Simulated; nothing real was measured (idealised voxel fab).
Process module heading - voxel trench capacitor
cross-section cut | 285 nm wide | cells 5 nm
When this document writes out a cross-section, it uses a grid of square cells and lists it as bands, beginning at the top and moving down, with a band standing for one or more rows of cells. Basically the band line says how high the top is and how high the bottom is, in nm, and then what's in it from left to right, every material with its width in nm. Empty space shows up as "empty", and if a single material carries "all across" it runs the full band edge to edge. Basically, 0 is our baseline, since under it the wafer straight out of the box is all one material. The bottom band has no lower end and keeps on going down, so it looks like "0 -> down". When a width is written as two numbers, as in "30->40", the first number is the width in the top row of cells of the band and the second is the width in its bottom row, and the width changes by the same amount from each row to the next. Step note "everything unchanged" = no cross-section cell changed. For the entry "Sealed voids", the listed items are empty spaces with no open way to the top whose size is 8 cells or more; each item follows the pattern width x height at distance, where distance is from the left edge and all three are in nm. That trailing text on a step's line, after the settings, is the simulator's own remark on the step. The setting "overlay nm" may be written on the line of a step. When the step uses a mask, the value reports how far to the right of the planned place the mask lay, and a negative value reports that it lay to the left. So the way this works: pairs, before and after one process step. The after picture only goes down to the lowest band that actually changed, nothing below. Step and its settings are under each pair. And watch out, pairs might come from different runs of this module, same starting wafer though, so a pair only follows on from the one above if its "Cross-section, before" entry tells you so.
Cross-section, before
- 0 -> down | Si all across
- Sealed voids: none
Post-Step Cross-Section
- 5 -> 0 | SiN all across
- Whatever lies below 0 is exactly as it was before.
- Sealed voids: none
Which operation lies between the before and after views above? op CONFORMAL_DEP | material SiN | thk nm 5
Cross-section, before: refer to the pair immediately above; the cross-section shown after its step is the state before this one.
Post-Step Cross-Section
- 15 -> 5 | aC all across
- Whatever lies below 5 is exactly as it was before.
- Sealed voids: none
Which operation lies between the before and after views above? op DIRECTIONAL_DEP | material aC | thk nm 10
Cross-section, before: refer to the pair immediately above; the cross-section shown after its step is the state before this one.
Post-Step Cross-Section
- 40 -> 15 | 35 nm resist; 30 nm empty; 30 nm resist; 30 nm empty; 30 nm resist; 30 nm empty; 30 nm resist; 30 nm empty; 40 nm resist
- Whatever lies below 15 is exactly as it was before.
- Sealed voids: none
Which operation lies between the before and after views above? op PATTERN | tone open | mask id TRENCH | material resist | width nm 30 | pitch nm 60 | thk nm 25 | overlay nm 0
Cross-section, before: refer to the pair immediately above; the cross-section shown after its step is the state before this one.
Post-Step Cross-Section
- 30 -> 15 | 35 nm resist; 30 nm empty; 30 nm resist; 30 nm empty; 30 nm resist; 30 nm empty; 30 nm resist; 30 nm empty; 40 nm resist
- 15 -> 5 | 35 nm aC; 30 nm empty; 30 nm aC; 30 nm empty; 30 nm aC; 30 nm empty; 30 nm aC; 30 nm empty; 40 nm aC
- Whatever lies below 5 is exactly as it was before.
- Sealed voids: none
Which operation lies between the before and after views above? op DIRECTIONAL_ETCH | etch materials aC | depth nm 10
Cross-section, before: refer to the pair immediately above; the cross-section shown after its step is the state before this one.
Post-Step Cross-Section
- 15 -> 5 | 35 nm aC; 30 nm empty; 30 nm aC; 30 nm empty; 30 nm aC; 30 nm empty; 30 nm aC; 30 nm empty; 40 nm aC
- Whatever lies below 5 is exactly as it was before.
- Sealed voids: none
Which operation lies between the before and after views above? op STRIP | etch materials resist
Cross-section, before: refer to the pair immediately above; the cross-section shown after its step is the state before this one.
Post-Step Cross-Section
- 15 -> 5 | 35 nm aC; 30 nm empty; 30 nm aC; 30 nm empty; 30 nm aC; 30 nm empty; 30 nm aC; 30 nm empty; 40 nm aC
- 5 -> 0 | 35 nm SiN; 30 nm empty; 30 nm SiN; 30 nm empty; 30 nm SiN; 30 nm empty; 30 nm SiN; 30 nm empty; 40 nm SiN
- Whatever lies below 0 is exactly as it was before.
- Sealed voids: none
Which operation lies between the before and after views above? op DIRECTIONAL_ETCH | etch materials SiN | depth nm 5
Cross-section, before: refer to the pair immediately above; the cross-section shown after its step is the state before this one.
Post-Step Cross-Section
- 15 -> 5 | 35 nm aC; 30 nm empty; 30 nm aC; 30 nm empty; 30 nm aC; 30 nm empty; 30 nm aC; 30 nm empty; 40 nm aC
- 5 -> 0 | 35 nm SiN; 30 nm empty; 30 nm SiN; 30 nm empty; 30 nm SiN; 30 nm empty; 30 nm SiN; 30 nm empty; 40 nm SiN
- 0 -> -30 | 35 nm Si; 30 nm empty; 30 nm Si; 30 nm empty; 30 nm Si; 30 nm empty; 30 nm Si; 30 nm empty; 40 nm Si
- Whatever lies below -30 is exactly as it was before.
- Sealed voids: none
Which operation lies between the before and after views above? op DIRECTIONAL_ETCH | etch materials Si | depth nm 30
Cross-section, before: refer to the pair immediately above; the cross-section shown after its step is the state before this one.
Post-Step Cross-Section
- 5 -> 0 | 35 nm SiN; 30 nm empty; 30 nm SiN; 30 nm empty; 30 nm SiN; 30 nm empty; 30 nm SiN; 30 nm empty; 40 nm SiN
- Whatever lies below 0 is exactly as it was before.
- Sealed voids: none
Which operation lies between the before and after views above? op STRIP | etch materials aC
Cross-section, before: refer to the pair immediately above; the cross-section shown after its step is the state before this one.
Post-Step Cross-Section
- 10 -> 5 | 40 nm HfO2; 20 nm empty; 40 nm HfO2; 20 nm empty; 40 nm HfO2; 20 nm empty; 40 nm HfO2; 20 nm empty; 45 nm HfO2
- 5 -> 0 | 35 nm SiN; 5 nm HfO2; 20 nm empty; 5 nm HfO2; 30 nm SiN; 5 nm HfO2; 20 nm empty; 5 nm HfO2; 30 nm SiN; 5 nm HfO2; 20 nm empty; 5 nm HfO2; 30 nm SiN; 5 nm HfO2; 20 nm empty; 5 nm HfO2; 40 nm SiN
- 0 -> -25 | 35 nm Si; 5 nm HfO2; 20 nm empty; 5 nm HfO2; 30 nm Si; 5 nm HfO2; 20 nm empty; 5 nm HfO2; 30 nm Si; 5 nm HfO2; 20 nm empty; 5 nm HfO2; 30 nm Si; 5 nm HfO2; 20 nm empty; 5 nm HfO2; 40 nm Si
- -25 -> -30 | 35 nm Si; 30 nm HfO2; 30 nm Si; 30 nm HfO2; 30 nm Si; 30 nm HfO2; 30 nm Si; 30 nm HfO2; 40 nm Si
- Whatever lies below -30 is exactly as it was before.
- Sealed voids: none
Which operation lies between the before and after views above? op CONFORMAL_DEP | material HfO2 | thk nm 5
Cross-section, before: refer to the pair immediately above; the cross-section shown after its step is the state before this one.
Post-Step Cross-Section
- 15 -> 10 | 45 nm TiN; 10 nm empty; 50 nm TiN; 10 nm empty; 50 nm TiN; 10 nm empty; 50 nm TiN; 10 nm empty; 50 nm TiN
- 10 -> 5 | 40 nm HfO2; 5 nm TiN; 10 nm empty; 5 nm TiN; 40 nm HfO2; 5 nm TiN; 10 nm empty; 5 nm TiN; 40 nm HfO2; 5 nm TiN; 10 nm empty; 5 nm TiN; 40 nm HfO2; 5 nm TiN; 10 nm empty; 5 nm TiN; 45 nm HfO2
- 5 -> 0 | 35 nm SiN; 5 nm HfO2; 5 nm TiN; 10 nm empty; 5 nm TiN; 5 nm HfO2; 30 nm SiN; 5 nm HfO2; 5 nm TiN; 10 nm empty; 5 nm TiN; 5 nm HfO2; 30 nm SiN; 5 nm HfO2; 5 nm TiN; 10 nm empty; 5 nm TiN; 5 nm HfO2; 30 nm SiN; 5 nm HfO2; 5 nm TiN; 10 nm empty; 5 nm TiN; 5 nm HfO2; 40 nm SiN
- 0 -> -20 | 35 nm Si; 5 nm HfO2; 5 nm TiN; 10 nm empty; 5 nm TiN; 5 nm HfO2; 30 nm Si; 5 nm HfO2; 5 nm TiN; 10 nm empty; 5 nm TiN; 5 nm HfO2; 30 nm Si; 5 nm HfO2; 5 nm TiN; 10 nm empty; 5 nm TiN; 5 nm HfO2; 30 nm Si; 5 nm HfO2; 5 nm TiN; 10 nm empty; 5 nm TiN; 5 nm HfO2; 40 nm Si
- -20 -> -25 | 35 nm Si; 5 nm HfO2; 20 nm TiN; 5 nm HfO2; 30 nm Si; 5 nm HfO2; 20 nm TiN; 5 nm HfO2; 30 nm Si; 5 nm HfO2; 20 nm TiN; 5 nm HfO2; 30 nm Si; 5 nm HfO2; 20 nm TiN; 5 nm HfO2; 40 nm Si
- Whatever lies below -25 is exactly as it was before.
- Sealed voids: none
Which operation lies between the before and after views above? op CONFORMAL_DEP | material TiN | thk nm 5
Cross-section, before: refer to the pair immediately above; the cross-section shown after its step is the state before this one.
Post-Step Cross-Section
- 25 -> 15 | W all across
- 15 -> 10 | 45 nm TiN; 10 nm W; 50 nm TiN; 10 nm W; 50 nm TiN; 10 nm W; 50 nm TiN; 10 nm W; 50 nm TiN
- 10 -> 5 | 40 nm HfO2; 5 nm TiN; 10 nm W; 5 nm TiN; 40 nm HfO2; 5 nm TiN; 10 nm W; 5 nm TiN; 40 nm HfO2; 5 nm TiN; 10 nm W; 5 nm TiN; 40 nm HfO2; 5 nm TiN; 10 nm W; 5 nm TiN; 45 nm HfO2
- 5 -> 0 | 35 nm SiN; 5 nm HfO2; 5 nm TiN; 10 nm W; 5 nm TiN; 5 nm HfO2; 30 nm SiN; 5 nm HfO2; 5 nm TiN; 10 nm W; 5 nm TiN; 5 nm HfO2; 30 nm SiN; 5 nm HfO2; 5 nm TiN; 10 nm W; 5 nm TiN; 5 nm HfO2; 30 nm SiN; 5 nm HfO2; 5 nm TiN; 10 nm W; 5 nm TiN; 5 nm HfO2; 40 nm SiN
- 0 -> -20 | 35 nm Si; 5 nm HfO2; 5 nm TiN; 10 nm W; 5 nm TiN; 5 nm HfO2; 30 nm Si; 5 nm HfO2; 5 nm TiN; 10 nm W; 5 nm TiN; 5 nm HfO2; 30 nm Si; 5 nm HfO2; 5 nm TiN; 10 nm W; 5 nm TiN; 5 nm HfO2; 30 nm Si; 5 nm HfO2; 5 nm TiN; 10 nm W; 5 nm TiN; 5 nm HfO2; 40 nm Si
- Whatever lies below -20 is exactly as it was before.
- Sealed voids: none
Which operation lies between the before and after views above? op FILL_DEP | material W | thk nm 10
Cross-section, before: refer to the pair immediately above; the cross-section shown after its step is the state before this one.
Post-Step Cross-Section
- 5 -> 0 | 35 nm SiN; 5 nm HfO2; 5 nm TiN; 10 nm W; 5 nm TiN; 5 nm HfO2; 30 nm SiN; 5 nm HfO2; 5 nm TiN; 10 nm W; 5 nm TiN; 5 nm HfO2; 30 nm SiN; 5 nm HfO2; 5 nm TiN; 10 nm W; 5 nm TiN; 5 nm HfO2; 30 nm SiN; 5 nm HfO2; 5 nm TiN; 10 nm W; 5 nm TiN; 5 nm HfO2; 40 nm SiN
- Whatever lies below 0 is exactly as it was before.
- Sealed voids: none
Which operation lies between the before and after views above? op CMP | height nm 5
Cross-section, before
- 15 -> 5 | 35 nm aC; 30 nm empty; 30 nm aC; 30 nm empty; 30 nm aC; 30 nm empty; 30 nm aC; 30 nm empty; 40 nm aC
- 5 -> 0 | 35 nm SiN; 30 nm empty; 30 nm SiN; 30 nm empty; 30 nm SiN; 30 nm empty; 30 nm SiN; 30 nm empty; 40 nm SiN
- 0 -> -30 | 35 nm Si; 30 nm empty; 30 nm Si; 30 nm empty; 30 nm Si; 30 nm empty; 30 nm Si; 30 nm empty; 40 nm Si
- -30 -> down | Si all across
- Sealed voids: none
Post-Step Cross-Section
- 15 -> 5 | 35 nm aC; 30 nm empty; 30 nm aC; 30 nm empty; 30 nm aC; 30 nm empty; 30 nm aC; 30 nm empty; 40 nm aC
- 5 -> 0 | 35 nm SiN; 30 nm empty; 30 nm SiN; 30 nm empty; 30 nm SiN; 30 nm empty; 30 nm SiN; 30 nm empty; 40 nm SiN
- 0 -> -60 | 35 nm Si; 30 nm empty; 30 nm Si; 30 nm empty; 30 nm Si; 30 nm empty; 30 nm Si; 30 nm empty; 40 nm Si
- Whatever lies below -60 is exactly as it was before.
- Sealed voids: none
Which operation lies between the before and after views above? op DIRECTIONAL_ETCH | etch materials Si | depth nm 30
Cross-section, before: refer to the pair immediately above; the cross-section shown after its step is the state before this one.
Post-Step Cross-Section
- 5 -> 0 | 35 nm SiN; 30 nm empty; 30 nm SiN; 30 nm empty; 30 nm SiN; 30 nm empty; 30 nm SiN; 30 nm empty; 40 nm SiN
- Whatever lies below 0 is exactly as it was before.
- Sealed voids: none
Which operation lies between the before and after views above? op STRIP | etch materials aC
Cross-section, before: refer to the pair immediately above; the cross-section shown after its step is the state before this one.
Post-Step Cross-Section
- 10 -> 5 | 40 nm HfO2; 20 nm empty; 40 nm HfO2; 20 nm empty; 40 nm HfO2; 20 nm empty; 40 nm HfO2; 20 nm empty; 45 nm HfO2
- 5 -> 0 | 35 nm SiN; 5 nm HfO2; 20 nm empty; 5 nm HfO2; 30 nm SiN; 5 nm HfO2; 20 nm empty; 5 nm HfO2; 30 nm SiN; 5 nm HfO2; 20 nm empty; 5 nm HfO2; 30 nm SiN; 5 nm HfO2; 20 nm empty; 5 nm HfO2; 40 nm SiN
- 0 -> -55 | 35 nm Si; 5 nm HfO2; 20 nm empty; 5 nm HfO2; 30 nm Si; 5 nm HfO2; 20 nm empty; 5 nm HfO2; 30 nm Si; 5 nm HfO2; 20 nm empty; 5 nm HfO2; 30 nm Si; 5 nm HfO2; 20 nm empty; 5 nm HfO2; 40 nm Si
- -55 -> -60 | 35 nm Si; 30 nm HfO2; 30 nm Si; 30 nm HfO2; 30 nm Si; 30 nm HfO2; 30 nm Si; 30 nm HfO2; 40 nm Si
- Whatever lies below -60 is exactly as it was before.
- Sealed voids: none
Which operation lies between the before and after views above? op CONFORMAL_DEP | material HfO2 | thk nm 5
Cross-section, before: refer to the pair immediately above; the cross-section shown after its step is the state before this one.
Post-Step Cross-Section
- 15 -> 10 | 45 nm TiN; 10 nm empty; 50 nm TiN; 10 nm empty; 50 nm TiN; 10 nm empty; 50 nm TiN; 10 nm empty; 50 nm TiN
- 10 -> 5 | 40 nm HfO2; 5 nm TiN; 10 nm empty; 5 nm TiN; 40 nm HfO2; 5 nm TiN; 10 nm empty; 5 nm TiN; 40 nm HfO2; 5 nm TiN; 10 nm empty; 5 nm TiN; 40 nm HfO2; 5 nm TiN; 10 nm empty; 5 nm TiN; 45 nm HfO2
- 5 -> 0 | 35 nm SiN; 5 nm HfO2; 5 nm TiN; 10 nm empty; 5 nm TiN; 5 nm HfO2; 30 nm SiN; 5 nm HfO2; 5 nm TiN; 10 nm empty; 5 nm TiN; 5 nm HfO2; 30 nm SiN; 5 nm HfO2; 5 nm TiN; 10 nm empty; 5 nm TiN; 5 nm HfO2; 30 nm SiN; 5 nm HfO2; 5 nm TiN; 10 nm empty; 5 nm TiN; 5 nm HfO2; 40 nm SiN
- 0 -> -50 | 35 nm Si; 5 nm HfO2; 5 nm TiN; 10 nm empty; 5 nm TiN; 5 nm HfO2; 30 nm Si; 5 nm HfO2; 5 nm TiN; 10 nm empty; 5 nm TiN; 5 nm HfO2; 30 nm Si; 5 nm HfO2; 5 nm TiN; 10 nm empty; 5 nm TiN; 5 nm HfO2; 30 nm Si; 5 nm HfO2; 5 nm TiN; 10 nm empty; 5 nm TiN; 5 nm HfO2; 40 nm Si
- -50 -> -55 | 35 nm Si; 5 nm HfO2; 20 nm TiN; 5 nm HfO2; 30 nm Si; 5 nm HfO2; 20 nm TiN; 5 nm HfO2; 30 nm Si; 5 nm HfO2; 20 nm TiN; 5 nm HfO2; 30 nm Si; 5 nm HfO2; 20 nm TiN; 5 nm HfO2; 40 nm Si
- Whatever lies below -55 is exactly as it was before.
- Sealed voids: none
Which operation lies between the before and after views above? op CONFORMAL_DEP | material TiN | thk nm 5
Cross-section, before: refer to the pair immediately above; the cross-section shown after its step is the state before this one.
Post-Step Cross-Section
- 25 -> 15 | W all across
- 15 -> 10 | 45 nm TiN; 10 nm W; 50 nm TiN; 10 nm W; 50 nm TiN; 10 nm W; 50 nm TiN; 10 nm W; 50 nm TiN
- 10 -> 5 | 40 nm HfO2; 5 nm TiN; 10 nm W; 5 nm TiN; 40 nm HfO2; 5 nm TiN; 10 nm W; 5 nm TiN; 40 nm HfO2; 5 nm TiN; 10 nm W; 5 nm TiN; 40 nm HfO2; 5 nm TiN; 10 nm W; 5 nm TiN; 45 nm HfO2
- 5 -> 0 | 35 nm SiN; 5 nm HfO2; 5 nm TiN; 10 nm W; 5 nm TiN; 5 nm HfO2; 30 nm SiN; 5 nm HfO2; 5 nm TiN; 10 nm W; 5 nm TiN; 5 nm HfO2; 30 nm SiN; 5 nm HfO2; 5 nm TiN; 10 nm W; 5 nm TiN; 5 nm HfO2; 30 nm SiN; 5 nm HfO2; 5 nm TiN; 10 nm W; 5 nm TiN; 5 nm HfO2; 40 nm SiN
- 0 -> -50 | 35 nm Si; 5 nm HfO2; 5 nm TiN; 10 nm W; 5 nm TiN; 5 nm HfO2; 30 nm Si; 5 nm HfO2; 5 nm TiN; 10 nm W; 5 nm TiN; 5 nm HfO2; 30 nm Si; 5 nm HfO2; 5 nm TiN; 10 nm W; 5 nm TiN; 5 nm HfO2; 30 nm Si; 5 nm HfO2; 5 nm TiN; 10 nm W; 5 nm TiN; 5 nm HfO2; 40 nm Si
- Whatever lies below -50 is exactly as it was before.
- Sealed voids: none
Which operation lies between the before and after views above? op FILL_DEP | material W | thk nm 10
Cross-section, before: refer to the pair immediately above; the cross-section shown after its step is the state before this one.
Post-Step Cross-Section
- 5 -> 0 | 35 nm SiN; 5 nm HfO2; 5 nm TiN; 10 nm W; 5 nm TiN; 5 nm HfO2; 30 nm SiN; 5 nm HfO2; 5 nm TiN; 10 nm W; 5 nm TiN; 5 nm HfO2; 30 nm SiN; 5 nm HfO2; 5 nm TiN; 10 nm W; 5 nm TiN; 5 nm HfO2; 30 nm SiN; 5 nm HfO2; 5 nm TiN; 10 nm W; 5 nm TiN; 5 nm HfO2; 40 nm SiN
- Whatever lies below 0 is exactly as it was before.
- Sealed voids: none
Which operation lies between the before and after views above? op CMP | height nm 5
Cross-section, before
- 5 -> 0 | 35 nm SiN; 30 nm empty; 30 nm SiN; 30 nm empty; 30 nm SiN; 30 nm empty; 30 nm SiN; 30 nm empty; 40 nm SiN
- 0 -> -30 | 35 nm Si; 30 nm empty; 30 nm Si; 30 nm empty; 30 nm Si; 30 nm empty; 30 nm Si; 30 nm empty; 40 nm Si
- -30 -> down | Si all across
- Sealed voids: none
Post-Step Cross-Section
- 10 -> 5 | 40 nm TiN; 20 nm empty; 40 nm TiN; 20 nm empty; 40 nm TiN; 20 nm empty; 40 nm TiN; 20 nm empty; 45 nm TiN
- 5 -> 0 | 35 nm SiN; 5 nm TiN; 20 nm empty; 5 nm TiN; 30 nm SiN; 5 nm TiN; 20 nm empty; 5 nm TiN; 30 nm SiN; 5 nm TiN; 20 nm empty; 5 nm TiN; 30 nm SiN; 5 nm TiN; 20 nm empty; 5 nm TiN; 40 nm SiN
- 0 -> -25 | 35 nm Si; 5 nm TiN; 20 nm empty; 5 nm TiN; 30 nm Si; 5 nm TiN; 20 nm empty; 5 nm TiN; 30 nm Si; 5 nm TiN; 20 nm empty; 5 nm TiN; 30 nm Si; 5 nm TiN; 20 nm empty; 5 nm TiN; 40 nm Si
- -25 -> -30 | 35 nm Si; 30 nm TiN; 30 nm Si; 30 nm TiN; 30 nm Si; 30 nm TiN; 30 nm Si; 30 nm TiN; 40 nm Si
- Whatever lies below -30 is exactly as it was before.
- Sealed voids: none
Which operation lies between the before and after views above? op CONFORMAL_DEP | material TiN | thk nm 5
Cross-section, before: refer to the pair immediately above; the cross-section shown after its step is the state before this one.
Post-Step Cross-Section
- 15 -> 10 | 45 nm HfO2; 10 nm empty; 50 nm HfO2; 10 nm empty; 50 nm HfO2; 10 nm empty; 50 nm HfO2; 10 nm empty; 50 nm HfO2
- 10 -> 5 | 40 nm TiN; 5 nm HfO2; 10 nm empty; 5 nm HfO2; 40 nm TiN; 5 nm HfO2; 10 nm empty; 5 nm HfO2; 40 nm TiN; 5 nm HfO2; 10 nm empty; 5 nm HfO2; 40 nm TiN; 5 nm HfO2; 10 nm empty; 5 nm HfO2; 45 nm TiN
- 5 -> 0 | 35 nm SiN; 5 nm TiN; 5 nm HfO2; 10 nm empty; 5 nm HfO2; 5 nm TiN; 30 nm SiN; 5 nm TiN; 5 nm HfO2; 10 nm empty; 5 nm HfO2; 5 nm TiN; 30 nm SiN; 5 nm TiN; 5 nm HfO2; 10 nm empty; 5 nm HfO2; 5 nm TiN; 30 nm SiN; 5 nm TiN; 5 nm HfO2; 10 nm empty; 5 nm HfO2; 5 nm TiN; 40 nm SiN
- 0 -> -20 | 35 nm Si; 5 nm TiN; 5 nm HfO2; 10 nm empty; 5 nm HfO2; 5 nm TiN; 30 nm Si; 5 nm TiN; 5 nm HfO2; 10 nm empty; 5 nm HfO2; 5 nm TiN; 30 nm Si; 5 nm TiN; 5 nm HfO2; 10 nm empty; 5 nm HfO2; 5 nm TiN; 30 nm Si; 5 nm TiN; 5 nm HfO2; 10 nm empty; 5 nm HfO2; 5 nm TiN; 40 nm Si
- -20 -> -25 | 35 nm Si; 5 nm TiN; 20 nm HfO2; 5 nm TiN; 30 nm Si; 5 nm TiN; 20 nm HfO2; 5 nm TiN; 30 nm Si; 5 nm TiN; 20 nm HfO2; 5 nm TiN; 30 nm Si; 5 nm TiN; 20 nm HfO2; 5 nm TiN; 40 nm Si
- Whatever lies below -25 is exactly as it was before.
- Sealed voids: none
Which operation lies between the before and after views above? op CONFORMAL_DEP | material HfO2 | thk nm 5
Cross-section, before: refer to the pair immediately above; the cross-section shown after its step is the state before this one.
Post-Step Cross-Section
- 25 -> 15 | W all across
- 15 -> 10 | 45 nm HfO2; 10 nm W; 50 nm HfO2; 10 nm W; 50 nm HfO2; 10 nm W; 50 nm HfO2; 10 nm W; 50 nm HfO2
- 10 -> 5 | 40 nm TiN; 5 nm HfO2; 10 nm W; 5 nm HfO2; 40 nm TiN; 5 nm HfO2; 10 nm W; 5 nm HfO2; 40 nm TiN; 5 nm HfO2; 10 nm W; 5 nm HfO2; 40 nm TiN; 5 nm HfO2; 10 nm W; 5 nm HfO2; 45 nm TiN
- 5 -> 0 | 35 nm SiN; 5 nm TiN; 5 nm HfO2; 10 nm W; 5 nm HfO2; 5 nm TiN; 30 nm SiN; 5 nm TiN; 5 nm HfO2; 10 nm W; 5 nm HfO2; 5 nm TiN; 30 nm SiN; 5 nm TiN; 5 nm HfO2; 10 nm W; 5 nm HfO2; 5 nm TiN; 30 nm SiN; 5 nm TiN; 5 nm HfO2; 10 nm W; 5 nm HfO2; 5 nm TiN; 40 nm SiN
- 0 -> -20 | 35 nm Si; 5 nm TiN; 5 nm HfO2; 10 nm W; 5 nm HfO2; 5 nm TiN; 30 nm Si; 5 nm TiN; 5 nm HfO2; 10 nm W; 5 nm HfO2; 5 nm TiN; 30 nm Si; 5 nm TiN; 5 nm HfO2; 10 nm W; 5 nm HfO2; 5 nm TiN; 30 nm Si; 5 nm TiN; 5 nm HfO2; 10 nm W; 5 nm HfO2; 5 nm TiN; 40 nm Si
- Whatever lies below -20 is exactly as it was before.
- Sealed voids: none
Which operation lies between the before and after views above? op FILL_DEP | material W | thk nm 10
Cross-section, before: refer to the pair immediately above; the cross-section shown after its step is the state before this one.
Post-Step Cross-Section
- 5 -> 0 | 35 nm SiN; 5 nm TiN; 5 nm HfO2; 10 nm W; 5 nm HfO2; 5 nm TiN; 30 nm SiN; 5 nm TiN; 5 nm HfO2; 10 nm W; 5 nm HfO2; 5 nm TiN; 30 nm SiN; 5 nm TiN; 5 nm HfO2; 10 nm W; 5 nm HfO2; 5 nm TiN; 30 nm SiN; 5 nm TiN; 5 nm HfO2; 10 nm W; 5 nm HfO2; 5 nm TiN; 40 nm SiN
- Whatever lies below 0 is exactly as it was before.
- Sealed voids: none
Which operation lies between the before and after views above? op CMP | height nm 5
Cross-section, before
- 25 -> 15 | W all across
- 15 -> 10 | 45 nm TiN; 10 nm W; 50 nm TiN; 10 nm W; 50 nm TiN; 10 nm W; 50 nm TiN; 10 nm W; 50 nm TiN
- 10 -> 5 | 40 nm HfO2; 5 nm TiN; 10 nm W; 5 nm TiN; 40 nm HfO2; 5 nm TiN; 10 nm W; 5 nm TiN; 40 nm HfO2; 5 nm TiN; 10 nm W; 5 nm TiN; 40 nm HfO2; 5 nm TiN; 10 nm W; 5 nm TiN; 45 nm HfO2
- 5 -> 0 | 35 nm SiN; 5 nm HfO2; 5 nm TiN; 10 nm W; 5 nm TiN; 5 nm HfO2; 30 nm SiN; 5 nm HfO2; 5 nm TiN; 10 nm W; 5 nm TiN; 5 nm HfO2; 30 nm SiN; 5 nm HfO2; 5 nm TiN; 10 nm W; 5 nm TiN; 5 nm HfO2; 30 nm SiN; 5 nm HfO2; 5 nm TiN; 10 nm W; 5 nm TiN; 5 nm HfO2; 40 nm SiN
- 0 -> -20 | 35 nm Si; 5 nm HfO2; 5 nm TiN; 10 nm W; 5 nm TiN; 5 nm HfO2; 30 nm Si; 5 nm HfO2; 5 nm TiN; 10 nm W; 5 nm TiN; 5 nm HfO2; 30 nm Si; 5 nm HfO2; 5 nm TiN; 10 nm W; 5 nm TiN; 5 nm HfO2; 30 nm Si; 5 nm HfO2; 5 nm TiN; 10 nm W; 5 nm TiN; 5 nm HfO2; 40 nm Si
- -20 -> -25 | 35 nm Si; 5 nm HfO2; 20 nm TiN; 5 nm HfO2; 30 nm Si; 5 nm HfO2; 20 nm TiN; 5 nm HfO2; 30 nm Si; 5 nm HfO2; 20 nm TiN; 5 nm HfO2; 30 nm Si; 5 nm HfO2; 20 nm TiN; 5 nm HfO2; 40 nm Si
- -25 -> -30 | 35 nm Si; 30 nm HfO2; 30 nm Si; 30 nm HfO2; 30 nm Si; 30 nm HfO2; 30 nm Si; 30 nm HfO2; 40 nm Si
- -30 -> down | Si all across
- Sealed voids: none
Post-Step Cross-Section
- 15 -> 10 | 45 nm TiN; 10 nm W; 50 nm TiN; 10 nm W; 50 nm TiN; 10 nm W; 50 nm TiN; 10 nm W; 50 nm TiN
- Whatever lies below 10 is exactly as it was before.
- Sealed voids: none
Which operation lies between the before and after views above? op CMP | height nm 15
Cross-section, before
- 15 -> 5 | aC all across
- 5 -> 0 | SiN all across
- 0 -> down | Si all across
- Sealed voids: none
Post-Step Cross-Section
- 40 -> 15 | 30 nm resist; 40 nm empty; 20 nm resist; 40 nm empty; 20 nm resist; 40 nm empty; 20 nm resist; 40 nm empty; 35 nm resist
- Whatever lies below 15 is exactly as it was before.
- Sealed voids: none
Which operation lies between the before and after views above? op PATTERN | tone open | mask id TRENCH | material resist | width nm 40 | pitch nm 60 | thk nm 25 | overlay nm 0
Cross-section, before: refer to the pair immediately above; the cross-section shown after its step is the state before this one.
Post-Step Cross-Section
- 30 -> 15 | 30 nm resist; 40 nm empty; 20 nm resist; 40 nm empty; 20 nm resist; 40 nm empty; 20 nm resist; 40 nm empty; 35 nm resist
- 15 -> 5 | 30 nm aC; 40 nm empty; 20 nm aC; 40 nm empty; 20 nm aC; 40 nm empty; 20 nm aC; 40 nm empty; 35 nm aC
- Whatever lies below 5 is exactly as it was before.
- Sealed voids: none
Which operation lies between the before and after views above? op DIRECTIONAL_ETCH | etch materials aC | depth nm 10
Cross-section, before: refer to the pair immediately above; the cross-section shown after its step is the state before this one.
Post-Step Cross-Section
- 15 -> 5 | 30 nm aC; 40 nm empty; 20 nm aC; 40 nm empty; 20 nm aC; 40 nm empty; 20 nm aC; 40 nm empty; 35 nm aC
- Whatever lies below 5 is exactly as it was before.
- Sealed voids: none
Which operation lies between the before and after views above? op STRIP | etch materials resist
Cross-section, before: refer to the pair immediately above; the cross-section shown after its step is the state before this one.
Post-Step Cross-Section
- 15 -> 5 | 30 nm aC; 40 nm empty; 20 nm aC; 40 nm empty; 20 nm aC; 40 nm empty; 20 nm aC; 40 nm empty; 35 nm aC
- 5 -> 0 | 30 nm SiN; 40 nm empty; 20 nm SiN; 40 nm empty; 20 nm SiN; 40 nm empty; 20 nm SiN; 40 nm empty; 35 nm SiN
- Whatever lies below 0 is exactly as it was before.
- Sealed voids: none
Which operation lies between the before and after views above? op DIRECTIONAL_ETCH | etch materials SiN | depth nm 5
Cross-section, before: refer to the pair immediately above; the cross-section shown after its step is the state before this one.
Post-Step Cross-Section
- 15 -> 5 | 30 nm aC; 40 nm empty; 20 nm aC; 40 nm empty; 20 nm aC; 40 nm empty; 20 nm aC; 40 nm empty; 35 nm aC
- 5 -> 0 | 30 nm SiN; 40 nm empty; 20 nm SiN; 40 nm empty; 20 nm SiN; 40 nm empty; 20 nm SiN; 40 nm empty; 35 nm SiN
- 0 -> -30 | 30 nm Si; 40 nm empty; 20 nm Si; 40 nm empty; 20 nm Si; 40 nm empty; 20 nm Si; 40 nm empty; 35 nm Si
- Whatever lies below -30 is exactly as it was before.
- Sealed voids: none
Which operation lies between the before and after views above? op DIRECTIONAL_ETCH | etch materials Si | depth nm 30
Cross-section, before: refer to the pair immediately above; the cross-section shown after its step is the state before this one.
Post-Step Cross-Section
- 5 -> 0 | 30 nm SiN; 40 nm empty; 20 nm SiN; 40 nm empty; 20 nm SiN; 40 nm empty; 20 nm SiN; 40 nm empty; 35 nm SiN
- Whatever lies below 0 is exactly as it was before.
- Sealed voids: none
Which operation lies between the before and after views above? op STRIP | etch materials aC
Cross-section, before: refer to the pair immediately above; the cross-section shown after its step is the state before this one.
Post-Step Cross-Section
- 10 -> 5 | 35 nm HfO2; 30 nm empty; 30 nm HfO2; 30 nm empty; 30 nm HfO2; 30 nm empty; 30 nm HfO2; 30 nm empty; 40 nm HfO2
- 5 -> 0 | 30 nm SiN; 5 nm HfO2; 30 nm empty; 5 nm HfO2; 20 nm SiN; 5 nm HfO2; 30 nm empty; 5 nm HfO2; 20 nm SiN; 5 nm HfO2; 30 nm empty; 5 nm HfO2; 20 nm SiN; 5 nm HfO2; 30 nm empty; 5 nm HfO2; 35 nm SiN
- 0 -> -25 | 30 nm Si; 5 nm HfO2; 30 nm empty; 5 nm HfO2; 20 nm Si; 5 nm HfO2; 30 nm empty; 5 nm HfO2; 20 nm Si; 5 nm HfO2; 30 nm empty; 5 nm HfO2; 20 nm Si; 5 nm HfO2; 30 nm empty; 5 nm HfO2; 35 nm Si
- -25 -> -30 | 30 nm Si; 40 nm HfO2; 20 nm Si; 40 nm HfO2; 20 nm Si; 40 nm HfO2; 20 nm Si; 40 nm HfO2; 35 nm Si
- Whatever lies below -30 is exactly as it was before.
- Sealed voids: none
Which operation lies between the before and after views above? op CONFORMAL_DEP | material HfO2 | thk nm 5
